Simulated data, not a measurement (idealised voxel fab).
This section sets out a process module, namely voxel released beams.
It is cross-section cut that appears here, measuring 245 nm in width, its square cells being 5 nm in size.
Just so we're on the same page, the cross-sections are grids of square cells, and they're listed out in bands top to bottom, each band one or more rows deep. It is stipulated that each band's entry specify, in nanometres, the height of the top of the band and then that of its bottom, followed by the materials of the band in left-to-right sequence, each together with its width in nanometres. A single material marked by the word "all across" is understood to fill the band from edge to edge; the word "blank" is understood to denote empty space. Counting heights begins at 0, where everything beneath is, in the wafer as received, one material. The lowest band has no bottom; it goes on downwards, as "0 down" shows. You'd read "30 to 40" like this: the band's top row of cells is as wide as the first number, its bottom row is as wide as the second, and going down, every row changes width by the same amount as the row before did. "identical to before" -> step changed no cross-section cell. Voids not open to the top, 8 cells minimum: see "Listed closed voids". Written width x height at distance; distance is from the left edge; nm. What comes after the settings on a step's line is commentary from the simulator itself on that step. overlay nm, on a step with a mask: how far to the right of its planned place the mask lay; to the left if negative.

The process steps that were planned are listed below:
1,RECEIVE,material Si
2,CONFORMAL_DEP,material Al2O3,thk nm 5
3,DIRECTIONAL_DEP,material SiO2,thk nm 15
4,DIRECTIONAL_DEP,material aC,thk nm 10
5,PATTERN,tone open,mask id ANCHOR,material resist,width nm 25,thk nm 30,overlay nm 0
6,DIRECTIONAL_ETCH,etch materials aC,depth nm 10
7,STRIP,etch materials resist
8,DIRECTIONAL_ETCH,etch materials SiO2,depth nm 15
9,STRIP,etch materials aC
10,CONFORMAL_DEP,material polySi,thk nm 10
11,DIRECTIONAL_DEP,material aC,thk nm 15
12,PATTERN,tone cover,mask id BEAM,material resist,width nm 80,thk nm 30,overlay nm 0
13,DIRECTIONAL_ETCH,etch materials aC,depth nm 15
14,STRIP,etch materials resist
15,DIRECTIONAL_ETCH,etch materials polySi,depth nm 10
16,STRIP,etch materials aC
17,STRIP,etch materials SiO2

First wafer out of two, processed as planned:

Incoming wafer, cross-sectional view, post step 1:
    0 down  Si all across
    Listed closed voids: none

The wafer in cross-section once step 2 is complete:
    5 to 0  Al2O3 all across
    Unchanged below 0.

The wafer in cross-section once step 3 is complete:
    20 to 5  SiO2 all across
    Unchanged below 5.

The wafer in cross-section once step 4 is complete:
    30 to 20  aC all across
    Unchanged below 20.

The wafer in cross-section once step 5 is complete:
    60 to 30  resist=85 | blank=25 | resist=135
    Unchanged below 30.

The wafer in cross-section once step 6 is complete:
    50 to 30  resist=85 | blank=25 | resist=135
    30 to 20  aC=85 | blank=25 | aC=135
    Unchanged below 20.

The wafer in cross-section once step 7 is complete:
    30 to 20  aC=85 | blank=25 | aC=135
    Unchanged below 20.

The wafer in cross-section once step 8 is complete:
    30 to 20  aC=85 | blank=25 | aC=135
    20 to 5  SiO2=85 | blank=25 | SiO2=135
    Unchanged below 5.

The wafer in cross-section once step 9 is complete:
    20 to 5  SiO2=85 | blank=25 | SiO2=135
    Unchanged below 5.

The wafer in cross-section once step 10 is complete:
    30 to 20  polySi=95 | blank=5 | polySi=145
    20 to 15  SiO2=85 | polySi=10 | blank=5 | polySi=10 | SiO2=135
    15 to 5  SiO2=85 | polySi=25 | SiO2=135
    Unchanged below 5.

The wafer in cross-section once step 11 is complete:
    45 to 30  aC=95 | blank=5 | aC=145
    30 to 20  polySi=95 | aC=5 | polySi=145
    20 to 15  SiO2=85 | polySi=10 | aC=5 | polySi=10 | SiO2=135
    Unchanged below 15.

The wafer in cross-section once step 12 is complete:
    75 to 45  blank=80 | resist=80 | blank=85
    45 to 30  aC=95 | resist=5 | aC=145
    Unchanged below 30.

The wafer in cross-section once step 13 is complete:
    60 to 45  blank=80 | resist=80 | blank=85
    45 to 30  blank=80 | aC=15 | resist=5 | aC=60 | blank=85
    Unchanged below 30.

The wafer in cross-section once step 14 is complete:
    45 to 30  blank=80 | aC=15 | blank=5 | aC=60 | blank=85
    Unchanged below 30.

The wafer in cross-section once step 15 is complete:
    45 to 30  blank=80 | aC=15 | blank=5 | aC=60 | blank=85
    30 to 20  blank=80 | polySi=15 | aC=5 | polySi=60 | blank=85
    Unchanged below 20.

The wafer in cross-section once step 16 is complete:
    30 to 20  blank=80 | polySi=15 | blank=5 | polySi=60 | blank=85
    20 to 15  SiO2=85 | polySi=10 | blank=5 | polySi=10 | SiO2=135
    Unchanged below 15.

The wafer in cross-section once step 17 is complete:
    30 to 20  blank=80 | polySi=15 | blank=5 | polySi=60 | blank=85
    20 to 15  blank=85 | polySi=10 | blank=5 | polySi=10 | blank=135
    15 to 5  blank=85 | polySi=25 | blank=135
    Unchanged below 5.

Notes, second wafer: start = first wafer's, plan = first wafer's, execution had one mistake; history identical to first through step 3:

Cross-section, second wafer, at the end time the plan gives for step 4:
    30 to 20  polySi all across
    Unchanged below 20.

Cross-section, second wafer, at the end time the plan gives for step 5:
    60 to 30  resist=85 | blank=25 | resist=135
    Unchanged below 30.

Cross-section, second wafer, at the end time the plan gives for step 6:
    50 to 30  resist=85 | blank=25 | resist=135
    Unchanged below 30.

Cross-section, second wafer, at the end time the plan gives for step 7:
    30 to 20  polySi all across
    Unchanged below 20.

Cross-section, second wafer, at the end time the plan gives for step 8: identical to before

Cross-section, second wafer, at the end time the plan gives for step 9: identical to before

Cross-section, second wafer, at the end time the plan gives for step 10:
    40 to 20  polySi all across
    Unchanged below 20.

Cross-section, second wafer, at the end time the plan gives for step 11:
    55 to 40  aC all across
    Unchanged below 40.

Cross-section, second wafer, at the end time the plan gives for step 12:
    85 to 55  blank=80 | resist=80 | blank=85
    Unchanged below 55.

Cross-section, second wafer, at the end time the plan gives for step 13:
    70 to 55  blank=80 | resist=80 | blank=85
    55 to 40  blank=80 | aC=80 | blank=85
    Unchanged below 40.

Cross-section, second wafer, at the end time the plan gives for step 14:
    55 to 40  blank=80 | aC=80 | blank=85
    Unchanged below 40.

Cross-section, second wafer, at the end time the plan gives for step 15:
    55 to 40  blank=80 | aC=80 | blank=85
    40 to 30  blank=80 | polySi=80 | blank=85
    Unchanged below 30.

Cross-section, second wafer, at the end time the plan gives for step 16:
    40 to 30  blank=80 | polySi=80 | blank=85
    Unchanged below 30.

Cross-section, second wafer, at the end time the plan gives for step 17: identical to before
Deviation noted in wafer processing: step 4 went in with a setting other than planned; the actual run was DIRECTIONAL_DEP,material polySi,thk nm 10
Final comparison by cell count, materials where the second wafer has more or fewer than the first: 147 more of SiO2, 86 more of polySi
